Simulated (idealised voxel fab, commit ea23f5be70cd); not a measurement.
process module | voxel gate over fins
cross-section cut | 180 nm wide | cells 5 nm
A cross-section is a grid of square cells, given in bands from the top down. A band is one or more rows of cells.
Each band's line starts with the height of the band's top and of its bottom, in nm. Then come its materials from left to right, each with its width in nm. One material with "throughout" fills the band from edge to edge. "air" is empty space.
Height 0 is the level under which the wafer as received is all one material. The lowest band goes on downwards, as in "0 down".
A width such as "30 to 40" changes by the same amount from each row of cells to the next, from the band's top row to its bottom row.
"no change" after a step means that no cell of the cross-section changed.
closed voids: empty space of 8 cells or more with no open way to the top, each as width x height at its distance from the left edge, in nm
after a step's settings: what the simulator itself notes on the step
overlay nm, on a step with a mask: how far to the right of its planned place the mask lay; to the left if negative
Each pair below shows a cross-section before one step and the cross-section after it, down to the lowest band that changed. The line under each pair gives the step between them, with its settings. The pairs can come from different runs of this module on the same starting wafer, so a pair continues from the pair above only where its "before" says so.
before
  0 down: Si throughout
  closed voids: none
after
  5 to 0: SiN throughout
  below 0: unchanged
  closed voids: none
the step between: op CONFORMAL_DEP | material SiN | thk nm 5
before: the cross-section after the pair above
after
  5 to 0: air 25 | SiN 15 | air 40 | SiN 15 | air 40 | SiN 15 | air 30
  below 0: unchanged
  closed voids: none
the step between: op MASKED_ETCH | tone cover | mask id FINS | width nm 15 | pitch nm 55 | etch materials SiN | depth nm 5 | overlay nm 0
before: the cross-section after the pair above
after
  5 to 0: air 25 | SiN 15 | air 40 | SiN 15 | air 40 | SiN 15 | air 30
  0 to -35: air 25 | Si 15 | air 40 | Si 15 | air 40 | Si 15 | air 30
  below -35: unchanged
  closed voids: none
the step between: op MASKED_ETCH | tone cover | mask id FINS | width nm 15 | pitch nm 55 | etch materials Si | depth nm 35 | overlay nm 0
before: the cross-section after the pair above
after
  20 to 5: SiO2 throughout
  5 to 0: SiO2 25 | SiN 15 | SiO2 40 | SiN 15 | SiO2 40 | SiN 15 | SiO2 30
  0 to -35: SiO2 25 | Si 15 | SiO2 40 | Si 15 | SiO2 40 | Si 15 | SiO2 30
  below -35: unchanged
  closed voids: none
the step between: op FILL_DEP | material SiO2 | thk nm 15
before: the cross-section after the pair above
after
  5 to 0: SiO2 25 | SiN 15 | SiO2 40 | SiN 15 | SiO2 40 | SiN 15 | SiO2 30
  below 0: unchanged
  closed voids: none
the step between: op CMP | height nm 5
before: the cross-section after the pair above
after
  5 to 0: SiO2 25 | SiN 15 | SiO2 10 | air 15 | SiO2 15 | SiN 15 | SiO2 40 | SiN 15 | SiO2 30
  0 to -30: SiO2 25 | Si 15 | SiO2 10 | air 15 | SiO2 15 | Si 15 | SiO2 40 | Si 15 | SiO2 30
  below -30: unchanged
  closed voids: none
the step between: op MASKED_ETCH | tone open | mask id RAIL | width nm 15 | etch materials SiO2 | depth nm 35 | overlay nm 0
before: the cross-section after the pair above
after
  10 to 5: TiN 55 | air 5 | TiN 120
  5 to 0: SiO2 25 | SiN 15 | SiO2 10 | TiN 5 | air 5 | TiN 5 | SiO2 15 | SiN 15 | SiO2 40 | SiN 15 | SiO2 30
  0 to -25: SiO2 25 | Si 15 | SiO2 10 | TiN 5 | air 5 | TiN 5 | SiO2 15 | Si 15 | SiO2 40 | Si 15 | SiO2 30
  -25 to -30: SiO2 25 | Si 15 | SiO2 10 | TiN 15 | SiO2 15 | Si 15 | SiO2 40 | Si 15 | SiO2 30
  below -30: unchanged
  closed voids: none
the step between: op CONFORMAL_DEP | material TiN | thk nm 5
before: the cross-section after the pair above
after
  15 to 10: Ru throughout
  10 to 5: TiN 55 | Ru 5 | TiN 120
  5 to 0: SiO2 25 | SiN 15 | SiO2 10 | TiN 5 | Ru 5 | TiN 5 | SiO2 15 | SiN 15 | SiO2 40 | SiN 15 | SiO2 30
  0 to -25: SiO2 25 | Si 15 | SiO2 10 | TiN 5 | Ru 5 | TiN 5 | SiO2 15 | Si 15 | SiO2 40 | Si 15 | SiO2 30
  below -25: unchanged
  closed voids: none
the step between: op FILL_DEP | material Ru | thk nm 5
before: the cross-section after the pair above
after
  5 to 0: SiO2 25 | SiN 15 | SiO2 10 | TiN 5 | Ru 5 | TiN 5 | SiO2 15 | SiN 15 | SiO2 40 | SiN 15 | SiO2 30
  below 0: unchanged
  closed voids: none
the step between: op CMP | height nm 5
before: the cross-section after the pair above
after
  5 to 0: SiO2 25 | SiN 15 | SiO2 10 | air 15 | SiO2 15 | SiN 15 | SiO2 40 | SiN 15 | SiO2 30
  0 to -15: SiO2 25 | Si 15 | SiO2 10 | air 15 | SiO2 15 | Si 15 | SiO2 40 | Si 15 | SiO2 30
  below -15: unchanged
  closed voids: none
the step between: op SELECTIVE_ETCH | etch materials W Ru TiN | depth nm 20
before: the cross-section after the pair above
after
  10 to 5: SiO2 throughout
  5 to 0: SiO2 25 | SiN 15 | SiO2 40 | SiN 15 | SiO2 40 | SiN 15 | SiO2 30
  0 to -15: SiO2 25 | Si 15 | SiO2 40 | Si 15 | SiO2 40 | Si 15 | SiO2 30
  below -15: unchanged
  closed voids: none
the step between: op FILL_DEP | material SiO2 | thk nm 5
before: the cross-section after the pair above
after
  5 to 0: SiO2 25 | SiN 15 | SiO2 40 | SiN 15 | SiO2 40 | SiN 15 | SiO2 30
  below 0: unchanged
  closed voids: none
the step between: op CMP | height nm 5
before: the cross-section after the pair above
after
  5 to 0: air 25 | SiN 15 | air 40 | SiN 15 | air 40 | SiN 15 | air 30
  0 to -10: air 25 | Si 15 | air 40 | Si 15 | air 40 | Si 15 | air 30
  below -10: unchanged
  closed voids: none
the step between: op SELECTIVE_ETCH | etch materials SiO2 | depth nm 15
before: the cross-section after the pair above
after
  0 to -10: air 25 | Si 15 | air 40 | Si 15 | air 40 | Si 15 | air 30
  below -10: unchanged
  closed voids: none
the step between: op STRIP | etch materials SiN
before: the cross-section after the pair above
after
  5 to 0: air 20 | HfO2 25 | air 30 | HfO2 25 | air 30 | HfO2 25 | air 25
  0 to -5: air 20 | HfO2 5 | Si 15 | HfO2 5 | air 30 | HfO2 5 | Si 15 | HfO2 5 | air 30 | HfO2 5 | Si 15 | HfO2 5 | air 25
  -5 to -10: HfO2 25 | Si 15 | HfO2 40 | Si 15 | HfO2 40 | Si 15 | HfO2 30
  below -10: unchanged
  closed voids: none
the step between: op CONFORMAL_DEP | material HfO2 | thk nm 5
before: the cross-section after the pair above
after
  10 to 5: air 15 | TiN 35 | air 20 | TiN 35 | air 20 | TiN 35 | air 20
  5 to 0: air 15 | TiN 5 | HfO2 25 | TiN 5 | air 20 | TiN 5 | HfO2 25 | TiN 5 | air 20 | TiN 5 | HfO2 25 | TiN 5 | air 20
  0 to -5: TiN 20 | HfO2 5 | Si 15 | HfO2 5 | TiN 30 | HfO2 5 | Si 15 | HfO2 5 | TiN 30 | HfO2 5 | Si 15 | HfO2 5 | TiN 25
  below -5: unchanged
  closed voids: none
the step between: op CONFORMAL_DEP | material TiN | thk nm 5
before: the cross-section after the pair above
after
  20 to 10: W throughout
  10 to 5: W 15 | TiN 35 | W 20 | TiN 35 | W 20 | TiN 35 | W 20
  5 to 0: W 15 | TiN 5 | HfO2 25 | TiN 5 | W 20 | TiN 5 | HfO2 25 | TiN 5 | W 20 | TiN 5 | HfO2 25 | TiN 5 | W 20
  below 0: unchanged
  closed voids: none
the step between: op FILL_DEP | material W | thk nm 10
before: the cross-section after the pair above
after
  15 to 10: W throughout
  below 10: unchanged
  closed voids: none
the step between: op CMP | height nm 15
before: the cross-section after the pair above
after
  25 to 15: SiCN throughout
  below 15: unchanged
  closed voids: none
the step between: op CONFORMAL_DEP | material SiCN | thk nm 10
before
  0 to -10: air 25 | Si 15 | air 40 | Si 15 | air 40 | Si 15 | air 30
  -10 to -15: SiO2 25 | Si 15 | SiO2 40 | Si 15 | SiO2 40 | Si 15 | SiO2 30
  -15 to -25: SiO2 25 | Si 15 | SiO2 10 | TiN 5 | Ru 5 | TiN 5 | SiO2 15 | Si 15 | SiO2 40 | Si 15 | SiO2 30
  -25 to -30: SiO2 25 | Si 15 | SiO2 10 | TiN 15 | SiO2 15 | Si 15 | SiO2 40 | Si 15 | SiO2 30
  -30 to -35: SiO2 25 | Si 15 | SiO2 40 | Si 15 | SiO2 40 | Si 15 | SiO2 30
  -35 down: Si throughout
  closed voids: none
after
  5 to 0: air 20 | TiN 25 | air 30 | TiN 25 | air 30 | TiN 25 | air 25
  0 to -5: air 20 | TiN 5 | Si 15 | TiN 5 | air 30 | TiN 5 | Si 15 | TiN 5 | air 30 | TiN 5 | Si 15 | TiN 5 | air 25
  -5 to -10: TiN 25 | Si 15 | TiN 40 | Si 15 | TiN 40 | Si 15 | TiN 30
  below -10: unchanged
  closed voids: none
the step between: op CONFORMAL_DEP | material TiN | thk nm 5
before: the cross-section after the pair above
after
  15 to 5: W throughout
  5 to 0: W 20 | TiN 25 | W 30 | TiN 25 | W 30 | TiN 25 | W 25
  0 to -5: W 20 | TiN 5 | Si 15 | TiN 5 | W 30 | TiN 5 | Si 15 | TiN 5 | W 30 | TiN 5 | Si 15 | TiN 5 | W 25
  below -5: unchanged
  closed voids: none
the step between: op FILL_DEP | material W | thk nm 10
before: the cross-section after the pair above
after
  25 to 15: SiCN throughout
  below 15: unchanged
  closed voids: none
the step between: op CONFORMAL_DEP | material SiCN | thk nm 10
before
  5 to 0: air 25 | SiN 15 | air 40 | SiN 15 | air 40 | SiN 15 | air 30
  0 to -10: air 25 | Si 15 | air 40 | Si 15 | air 40 | Si 15 | air 30
  -10 to -15: SiO2 25 | Si 15 | SiO2 40 | Si 15 | SiO2 40 | Si 15 | SiO2 30
  -15 to -25: SiO2 25 | Si 15 | SiO2 10 | TiN 5 | Ru 5 | TiN 5 | SiO2 15 | Si 15 | SiO2 40 | Si 15 | SiO2 30
  -25 to -30: SiO2 25 | Si 15 | SiO2 10 | TiN 15 | SiO2 15 | Si 15 | SiO2 40 | Si 15 | SiO2 30
  -30 to -35: SiO2 25 | Si 15 | SiO2 40 | Si 15 | SiO2 40 | Si 15 | SiO2 30
  -35 down: Si throughout
  closed voids: none
after
  5 to 0: air 25 | SiN 15 | air 40 | SiN 15 | air 40 | SiN 15 | air 30
  0 to -15: air 25 | Si 15 | air 40 | Si 15 | air 40 | Si 15 | air 30
  -15 to -25: air 25 | Si 15 | air 10 | TiN 5 | Ru 5 | TiN 5 | air 15 | Si 15 | air 40 | Si 15 | air 30
  below -25: unchanged
  closed voids: none
the step between: op SELECTIVE_ETCH | etch materials SiO2 | depth nm 15
before: the cross-section after the pair above
after
  0 to -15: air 25 | Si 15 | air 40 | Si 15 | air 40 | Si 15 | air 30
  below -15: unchanged
  closed voids: none
the step between: op STRIP | etch materials SiN
before: the cross-section after the pair above
after
  5 to 0: air 20 | HfO2 25 | air 30 | HfO2 25 | air 30 | HfO2 25 | air 25
  0 to -10: air 20 | HfO2 5 | Si 15 | HfO2 5 | air 30 | HfO2 5 | Si 15 | HfO2 5 | air 30 | HfO2 5 | Si 15 | HfO2 5 | air 25
  -10 to -15: air 20 | HfO2 5 | Si 15 | HfO2 30 | air 5 | HfO2 5 | Si 15 | HfO2 5 | air 30 | HfO2 5 | Si 15 | HfO2 5 | air 25
  -15 to -20: air 20 | HfO2 5 | Si 15 | HfO2 10 | TiN 5 | Ru 5 | TiN 5 | HfO2 5 | air 5 | HfO2 5 | Si 15 | HfO2 5 | air 30 | HfO2 5 | Si 15 | HfO2 5 | air 25
  -20 to -25: HfO2 25 | Si 15 | HfO2 10 | TiN 5 | Ru 5 | TiN 5 | HfO2 15 | Si 15 | HfO2 40 | Si 15 | HfO2 30
  below -25: unchanged
  closed voids: none
the step between: op CONFORMAL_DEP | material HfO2 | thk nm 5
before: the cross-section after the pair above
after
  10 to 5: air 15 | TiN 35 | air 20 | TiN 35 | air 20 | TiN 35 | air 20
  5 to 0: air 15 | TiN 5 | HfO2 25 | TiN 5 | air 20 | TiN 5 | HfO2 25 | TiN 5 | air 20 | TiN 5 | HfO2 25 | TiN 5 | air 20
  0 to -5: air 15 | TiN 5 | HfO2 5 | Si 15 | HfO2 5 | TiN 5 | air 20 | TiN 5 | HfO2 5 | Si 15 | HfO2 5 | TiN 5 | air 20 | TiN 5 | HfO2 5 | Si 15 | HfO2 5 | TiN 5 | air 20
  -5 to -15: air 15 | TiN 5 | HfO2 5 | Si 15 | HfO2 5 to 30 | TiN 30 to 5 | HfO2 5 | Si 15 | HfO2 5 | TiN 5 | air 20 | TiN 5 | HfO2 5 | Si 15 | HfO2 5 | TiN 5 | air 20
  -15 to -20: TiN 20 | HfO2 5 | Si 15 | HfO2 10 | TiN 5 | Ru 5 | TiN 5 | HfO2 5 | TiN 5 | HfO2 5 | Si 15 | HfO2 5 | TiN 30 | HfO2 5 | Si 15 | HfO2 5 | TiN 25
  below -20: unchanged
  closed voids: none
the step between: op CONFORMAL_DEP | material TiN | thk nm 5
before: the cross-section after the pair above
after
  20 to 10: W throughout
  10 to 5: W 15 | TiN 35 | W 20 | TiN 35 | W 20 | TiN 35 | W 20
  5 to 0: W 15 | TiN 5 | HfO2 25 | TiN 5 | W 20 | TiN 5 | HfO2 25 | TiN 5 | W 20 | TiN 5 | HfO2 25 | TiN 5 | W 20
  0 to -5: W 15 | TiN 5 | HfO2 5 | Si 15 | HfO2 5 | TiN 5 | W 20 | TiN 5 | HfO2 5 | Si 15 | HfO2 5 | TiN 5 | W 20 | TiN 5 | HfO2 5 | Si 15 | HfO2 5 | TiN 5 | W 20
  -5 to -15: W 15 | TiN 5 | HfO2 5 | Si 15 | HfO2 5 to 30 | TiN 30 to 5 | HfO2 5 | Si 15 | HfO2 5 | TiN 5 | W 20 | TiN 5 | HfO2 5 | Si 15 | HfO2 5 | TiN 5 | W 20
  below -15: unchanged
  closed voids: none
the step between: op FILL_DEP | material W | thk nm 10
before: the cross-section after the pair above
after
  15 to 10: W throughout
  below 10: unchanged
  closed voids: none
the step between: op CMP | height nm 15
before: the cross-section after the pair above
after
  25 to 15: SiCN throughout
  below 15: unchanged
  closed voids: none
the step between: op CONFORMAL_DEP | material SiCN | thk nm 10
before
  5 to 0: SiO2 25 | SiN 15 | SiO2 40 | SiN 15 | SiO2 40 | SiN 15 | SiO2 30
  0 to -15: SiO2 25 | Si 15 | SiO2 40 | Si 15 | SiO2 40 | Si 15 | SiO2 30
  -15 to -25: SiO2 25 | Si 15 | SiO2 10 | TiN 5 | Ru 5 | TiN 5 | SiO2 15 | Si 15 | SiO2 40 | Si 15 | SiO2 30
  -25 to -30: SiO2 25 | Si 15 | SiO2 10 | TiN 15 | SiO2 15 | Si 15 | SiO2 40 | Si 15 | SiO2 30
  -30 to -35: SiO2 25 | Si 15 | SiO2 40 | Si 15 | SiO2 40 | Si 15 | SiO2 30
  -35 down: Si throughout
  closed voids: none
after
  5 to 0: SiO2 25 | air 15 | SiO2 40 | air 15 | SiO2 40 | air 15 | SiO2 30
  below 0: unchanged
  closed voids: none
the step between: op STRIP | etch materials SiN
before: the cross-section after the pair above
after
  0 to -10: air 25 | Si 15 | air 40 | Si 15 | air 40 | Si 15 | air 30
  -10 to -15: SiO2 10 | air 15 | Si 15 | air 15 | SiO2 10 | air 15 | Si 15 | air 15 | SiO2 10 | air 15 | Si 15 | air 15 | SiO2 15
  below -15: unchanged
  closed voids: none
the step between: op SELECTIVE_ETCH | etch materials SiO2 | depth nm 15
before: the cross-section after the pair above
after
  5 to 0: air 20 | HfO2 25 | air 30 | HfO2 25 | air 30 | HfO2 25 | air 25
  0 to -5: air 20 | HfO2 5 | Si 15 | HfO2 5 | air 30 | HfO2 5 | Si 15 | HfO2 5 | air 30 | HfO2 5 | Si 15 | HfO2 5 | air 25
  -5 to -10: HfO2 15 | air 5 | HfO2 5 | Si 15 | HfO2 5 | air 5 | HfO2 20 | air 5 | HfO2 5 | Si 15 | HfO2 5 | air 5 | HfO2 20 | air 5 | HfO2 5 | Si 15 | HfO2 5 | air 5 | HfO2 20
  -10 to -15: SiO2 10 | HfO2 15 | Si 15 | HfO2 15 | SiO2 10 | HfO2 15 | Si 15 | HfO2 15 | SiO2 10 | HfO2 15 | Si 15 | HfO2 15 | SiO2 15
  below -15: unchanged
  closed voids: none
the step between: op CONFORMAL_DEP | material HfO2 | thk nm 5
before: the cross-section after the pair above
after
  10 to 5: air 15 | TiN 35 | air 20 | TiN 35 | air 20 | TiN 35 | air 20
  5 to 0: air 15 | TiN 5 | HfO2 25 | TiN 5 | air 20 | TiN 5 | HfO2 25 | TiN 5 | air 20 | TiN 5 | HfO2 25 | TiN 5 | air 20
  0 to -5: TiN 20 | HfO2 5 | Si 15 | HfO2 5 | TiN 30 | HfO2 5 | Si 15 | HfO2 5 | TiN 30 | HfO2 5 | Si 15 | HfO2 5 | TiN 25
  -5 to -10: HfO2 15 | TiN 5 | HfO2 5 | Si 15 | HfO2 5 | TiN 5 | HfO2 20 | TiN 5 | HfO2 5 | Si 15 | HfO2 5 | TiN 5 | HfO2 20 | TiN 5 | HfO2 5 | Si 15 | HfO2 5 | TiN 5 | HfO2 20
  below -10: unchanged
  closed voids: none
the step between: op CONFORMAL_DEP | material TiN | thk nm 5
before: the cross-section after the pair above
after
  20 to 10: W throughout
  10 to 5: W 15 | TiN 35 | W 20 | TiN 35 | W 20 | TiN 35 | W 20
  5 to 0: W 15 | TiN 5 | HfO2 25 | TiN 5 | W 20 | TiN 5 | HfO2 25 | TiN 5 | W 20 | TiN 5 | HfO2 25 | TiN 5 | W 20
  below 0: unchanged
  closed voids: none
the step between: op FILL_DEP | material W | thk nm 10
before: the cross-section after the pair above
after
  15 to 10: W throughout
  below 10: unchanged
  closed voids: none
the step between: op CMP | height nm 15
before: the cross-section after the pair above
after
  25 to 15: SiCN throughout
  below 15: unchanged
  closed voids: none
the step between: op CONFORMAL_DEP | material SiCN | thk nm 10
before
  5 to 0: air 25 | SiN 15 | air 40 | SiN 15 | air 40 | SiN 15 | air 30
  0 down: Si throughout
  closed voids: none
after
  5 to 0: air 25 | SiN 15 | air 40 | SiN 15 | air 40 | SiN 15 | air 30
  0 to -45: air 25 | Si 15 | air 40 | Si 15 | air 40 | Si 15 | air 30
  below -45: unchanged
  closed voids: none
the step between: op MASKED_ETCH | tone cover | mask id FINS | width nm 15 | pitch nm 55 | etch materials Si | depth nm 45 | overlay nm 0
before: the cross-section after the pair above
after
  20 to 5: SiO2 throughout
  5 to 0: SiO2 25 | SiN 15 | SiO2 40 | SiN 15 | SiO2 40 | SiN 15 | SiO2 30
  0 to -45: SiO2 25 | Si 15 | SiO2 40 | Si 15 | SiO2 40 | Si 15 | SiO2 30
  below -45: unchanged
  closed voids: none
the step between: op FILL_DEP | material SiO2 | thk nm 15
before: the cross-section after the pair above
after
  5 to 0: SiO2 25 | SiN 15 | SiO2 40 | SiN 15 | SiO2 40 | SiN 15 | SiO2 30
  below 0: unchanged
  closed voids: none
the step between: op CMP | height nm 5
before: the cross-section after the pair above
after
  5 to 0: SiO2 25 | SiN 15 | SiO2 10 | air 15 | SiO2 15 | SiN 15 | SiO2 40 | SiN 15 | SiO2 30
  0 to -30: SiO2 25 | Si 15 | SiO2 10 | air 15 | SiO2 15 | Si 15 | SiO2 40 | Si 15 | SiO2 30
  below -30: unchanged
  closed voids: none
the step between: op MASKED_ETCH | tone open | mask id RAIL | width nm 15 | etch materials SiO2 | depth nm 35 | overlay nm 0
before: the cross-section after the pair above
after
  10 to 5: TiN 55 | air 5 | TiN 120
  5 to 0: SiO2 25 | SiN 15 | SiO2 10 | TiN 5 | air 5 | TiN 5 | SiO2 15 | SiN 15 | SiO2 40 | SiN 15 | SiO2 30
  0 to -25: SiO2 25 | Si 15 | SiO2 10 | TiN 5 | air 5 | TiN 5 | SiO2 15 | Si 15 | SiO2 40 | Si 15 | SiO2 30
  -25 to -30: SiO2 25 | Si 15 | SiO2 10 | TiN 15 | SiO2 15 | Si 15 | SiO2 40 | Si 15 | SiO2 30
  below -30: unchanged
  closed voids: none
the step between: op CONFORMAL_DEP | material TiN | thk nm 5
before: the cross-section after the pair above
after
  15 to 10: Ru throughout
  10 to 5: TiN 55 | Ru 5 | TiN 120
  5 to 0: SiO2 25 | SiN 15 | SiO2 10 | TiN 5 | Ru 5 | TiN 5 | SiO2 15 | SiN 15 | SiO2 40 | SiN 15 | SiO2 30
  0 to -25: SiO2 25 | Si 15 | SiO2 10 | TiN 5 | Ru 5 | TiN 5 | SiO2 15 | Si 15 | SiO2 40 | Si 15 | SiO2 30
  below -25: unchanged
  closed voids: none
the step between: op FILL_DEP | material Ru | thk nm 5
before: the cross-section after the pair above
after
  5 to 0: SiO2 25 | SiN 15 | SiO2 10 | TiN 5 | Ru 5 | TiN 5 | SiO2 15 | SiN 15 | SiO2 40 | SiN 15 | SiO2 30
  below 0: unchanged
  closed voids: none
the step between: op CMP | height nm 5
before: the cross-section after the pair above
after
  5 to 0: SiO2 25 | SiN 15 | SiO2 10 | air 15 | SiO2 15 | SiN 15 | SiO2 40 | SiN 15 | SiO2 30
  0 to -15: SiO2 25 | Si 15 | SiO2 10 | air 15 | SiO2 15 | Si 15 | SiO2 40 | Si 15 | SiO2 30
  below -15: unchanged
  closed voids: none
the step between: op SELECTIVE_ETCH | etch materials W Ru TiN | depth nm 20
before: the cross-section after the pair above
after
  10 to 5: SiO2 throughout
  5 to 0: SiO2 25 | SiN 15 | SiO2 40 | SiN 15 | SiO2 40 | SiN 15 | SiO2 30
  0 to -15: SiO2 25 | Si 15 | SiO2 40 | Si 15 | SiO2 40 | Si 15 | SiO2 30
  below -15: unchanged
  closed voids: none
the step between: op FILL_DEP | material SiO2 | thk nm 5
before: the cross-section after the pair above
after
  5 to 0: SiO2 25 | SiN 15 | SiO2 40 | SiN 15 | SiO2 40 | SiN 15 | SiO2 30
  below 0: unchanged
  closed voids: none
the step between: op CMP | height nm 5
before: the cross-section after the pair above
after
  5 to 0: air 25 | SiN 15 | air 40 | SiN 15 | air 40 | SiN 15 | air 30
  0 to -10: air 25 | Si 15 | air 40 | Si 15 | air 40 | Si 15 | air 30
  below -10: unchanged
  closed voids: none
the step between: op SELECTIVE_ETCH | etch materials SiO2 | depth nm 15
before: the cross-section after the pair above
after
  0 to -10: air 25 | Si 15 | air 40 | Si 15 | air 40 | Si 15 | air 30
  below -10: unchanged
  closed voids: none
the step between: op STRIP | etch materials SiN
before: the cross-section after the pair above
after
  5 to 0: air 20 | HfO2 25 | air 30 | HfO2 25 | air 30 | HfO2 25 | air 25
  0 to -5: air 20 | HfO2 5 | Si 15 | HfO2 5 | air 30 | HfO2 5 | Si 15 | HfO2 5 | air 30 | HfO2 5 | Si 15 | HfO2 5 | air 25
  -5 to -10: HfO2 25 | Si 15 | HfO2 40 | Si 15 | HfO2 40 | Si 15 | HfO2 30
  below -10: unchanged
  closed voids: none
the step between: op CONFORMAL_DEP | material HfO2 | thk nm 5
before: the cross-section after the pair above
after
  10 to 5: air 15 | TiN 35 | air 20 | TiN 35 | air 20 | TiN 35 | air 20
  5 to 0: air 15 | TiN 5 | HfO2 25 | TiN 5 | air 20 | TiN 5 | HfO2 25 | TiN 5 | air 20 | TiN 5 | HfO2 25 | TiN 5 | air 20
  0 to -5: TiN 20 | HfO2 5 | Si 15 | HfO2 5 | TiN 30 | HfO2 5 | Si 15 | HfO2 5 | TiN 30 | HfO2 5 | Si 15 | HfO2 5 | TiN 25
  below -5: unchanged
  closed voids: none
the step between: op CONFORMAL_DEP | material TiN | thk nm 5
before: the cross-section after the pair above
after
  20 to 10: W throughout
  10 to 5: W 15 | TiN 35 | W 20 | TiN 35 | W 20 | TiN 35 | W 20
  5 to 0: W 15 | TiN 5 | HfO2 25 | TiN 5 | W 20 | TiN 5 | HfO2 25 | TiN 5 | W 20 | TiN 5 | HfO2 25 | TiN 5 | W 20
  below 0: unchanged
  closed voids: none
the step between: op FILL_DEP | material W | thk nm 10
before: the cross-section after the pair above
after
  15 to 10: W throughout
  below 10: unchanged
  closed voids: none
the step between: op CMP | height nm 15
before: the cross-section after the pair above
after
  25 to 15: SiCN throughout
  below 15: unchanged
  closed voids: none
the step between: op CONFORMAL_DEP | material SiCN | thk nm 10
before
  5 to 0: SiO2 25 | SiN 15 | SiO2 40 | SiN 15 | SiO2 40 | SiN 15 | SiO2 30
  0 to -35: SiO2 25 | Si 15 | SiO2 40 | Si 15 | SiO2 40 | Si 15 | SiO2 30
  -35 down: Si throughout
  closed voids: none
after
  5 to 0: SiO2 25 | SiN 15 | SiO2 10 | air 20 | SiO2 10 | SiN 15 | SiO2 40 | SiN 15 | SiO2 30
  0 to -30: SiO2 25 | Si 15 | SiO2 10 | air 20 | SiO2 10 | Si 15 | SiO2 40 | Si 15 | SiO2 30
  below -30: unchanged
  closed voids: none
the step between: op MASKED_ETCH | tone open | mask id RAIL | width nm 20 | etch materials SiO2 | depth nm 35 | overlay nm 0
before: the cross-section after the pair above
after
  10 to 5: TiN 55 | air 10 | TiN 115
  5 to 0: SiO2 25 | SiN 15 | SiO2 10 | TiN 5 | air 10 | TiN 5 | SiO2 10 | SiN 15 | SiO2 40 | SiN 15 | SiO2 30
  0 to -25: SiO2 25 | Si 15 | SiO2 10 | TiN 5 | air 10 | TiN 5 | SiO2 10 | Si 15 | SiO2 40 | Si 15 | SiO2 30
  -25 to -30: SiO2 25 | Si 15 | SiO2 10 | TiN 20 | SiO2 10 | Si 15 | SiO2 40 | Si 15 | SiO2 30
  below -30: unchanged
  closed voids: none
the step between: op CONFORMAL_DEP | material TiN | thk nm 5
before: the cross-section after the pair above
after
  15 to 10: Ru throughout
  10 to 5: TiN 55 | Ru 10 | TiN 115
  5 to 0: SiO2 25 | SiN 15 | SiO2 10 | TiN 5 | Ru 10 | TiN 5 | SiO2 10 | SiN 15 | SiO2 40 | SiN 15 | SiO2 30
  0 to -25: SiO2 25 | Si 15 | SiO2 10 | TiN 5 | Ru 10 | TiN 5 | SiO2 10 | Si 15 | SiO2 40 | Si 15 | SiO2 30
  below -25: unchanged
  closed voids: none
the step between: op FILL_DEP | material Ru | thk nm 5
before: the cross-section after the pair above
after
  5 to 0: SiO2 25 | SiN 15 | SiO2 10 | TiN 5 | Ru 10 | TiN 5 | SiO2 10 | SiN 15 | SiO2 40 | SiN 15 | SiO2 30
  below 0: unchanged
  closed voids: none
the step between: op CMP | height nm 5
before: the cross-section after the pair above
after
  5 to 0: SiO2 25 | SiN 15 | SiO2 10 | air 20 | SiO2 10 | SiN 15 | SiO2 40 | SiN 15 | SiO2 30
  0 to -15: SiO2 25 | Si 15 | SiO2 10 | air 20 | SiO2 10 | Si 15 | SiO2 40 | Si 15 | SiO2 30
  below -15: unchanged
  closed voids: none
the step between: op SELECTIVE_ETCH | etch materials W Ru TiN | depth nm 20
before: the cross-section after the pair above
after
  10 to 5: SiO2 throughout
  5 to 0: SiO2 25 | SiN 15 | SiO2 40 | SiN 15 | SiO2 40 | SiN 15 | SiO2 30
  0 to -15: SiO2 25 | Si 15 | SiO2 40 | Si 15 | SiO2 40 | Si 15 | SiO2 30
  below -15: unchanged
  closed voids: none
the step between: op FILL_DEP | material SiO2 | thk nm 5
before: the cross-section after the pair above
after
  5 to 0: SiO2 25 | SiN 15 | SiO2 40 | SiN 15 | SiO2 40 | SiN 15 | SiO2 30
  below 0: unchanged
  closed voids: none
the step between: op CMP | height nm 5
before: the cross-section after the pair above
after
  5 to 0: air 25 | SiN 15 | air 40 | SiN 15 | air 40 | SiN 15 | air 30
  0 to -10: air 25 | Si 15 | air 40 | Si 15 | air 40 | Si 15 | air 30
  below -10: unchanged
  closed voids: none
the step between: op SELECTIVE_ETCH | etch materials SiO2 | depth nm 15
before: the cross-section after the pair above
after
  0 to -10: air 25 | Si 15 | air 40 | Si 15 | air 40 | Si 15 | air 30
  below -10: unchanged
  closed voids: none
the step between: op STRIP | etch materials SiN
before: the cross-section after the pair above
after
  5 to 0: air 20 | HfO2 25 | air 30 | HfO2 25 | air 30 | HfO2 25 | air 25
  0 to -5: air 20 | HfO2 5 | Si 15 | HfO2 5 | air 30 | HfO2 5 | Si 15 | HfO2 5 | air 30 | HfO2 5 | Si 15 | HfO2 5 | air 25
  -5 to -10: HfO2 25 | Si 15 | HfO2 40 | Si 15 | HfO2 40 | Si 15 | HfO2 30
  below -10: unchanged
  closed voids: none
the step between: op CONFORMAL_DEP | material HfO2 | thk nm 5
before: the cross-section after the pair above
after
  10 to 5: air 15 | TiN 35 | air 20 | TiN 35 | air 20 | TiN 35 | air 20
  5 to 0: air 15 | TiN 5 | HfO2 25 | TiN 5 | air 20 | TiN 5 | HfO2 25 | TiN 5 | air 20 | TiN 5 | HfO2 25 | TiN 5 | air 20
  0 to -5: TiN 20 | HfO2 5 | Si 15 | HfO2 5 | TiN 30 | HfO2 5 | Si 15 | HfO2 5 | TiN 30 | HfO2 5 | Si 15 | HfO2 5 | TiN 25
  below -5: unchanged
  closed voids: none
the step between: op CONFORMAL_DEP | material TiN | thk nm 5
before: the cross-section after the pair above
after
  20 to 10: W throughout
  10 to 5: W 15 | TiN 35 | W 20 | TiN 35 | W 20 | TiN 35 | W 20
  5 to 0: W 15 | TiN 5 | HfO2 25 | TiN 5 | W 20 | TiN 5 | HfO2 25 | TiN 5 | W 20 | TiN 5 | HfO2 25 | TiN 5 | W 20
  below 0: unchanged
  closed voids: none
the step between: op FILL_DEP | material W | thk nm 10
before: the cross-section after the pair above
after
  15 to 10: W throughout
  below 10: unchanged
  closed voids: none
the step between: op CMP | height nm 15
before: the cross-section after the pair above
after
  25 to 15: SiCN throughout
  below 15: unchanged
  closed voids: none
the step between: op CONFORMAL_DEP | material SiCN | thk nm 10
before
  5 to 0: SiO2 25 | SiN 15 | SiO2 40 | SiN 15 | SiO2 40 | SiN 15 | SiO2 30
  0 to -35: SiO2 25 | Si 15 | SiO2 40 | Si 15 | SiO2 40 | Si 15 | SiO2 30
  -35 down: Si throughout
  closed voids: none
after
  5 to 0: SiO2 25 | SiN 15 | SiO2 5 | air 15 | SiO2 20 | SiN 15 | SiO2 40 | SiN 15 | SiO2 30
  0 to -30: SiO2 25 | Si 15 | SiO2 5 | air 15 | SiO2 20 | Si 15 | SiO2 40 | Si 15 | SiO2 30
  below -30: unchanged
  closed voids: none
the step between: op MASKED_ETCH | tone open | mask id RAIL | width nm 15 | etch materials SiO2 | depth nm 35 | overlay nm -5
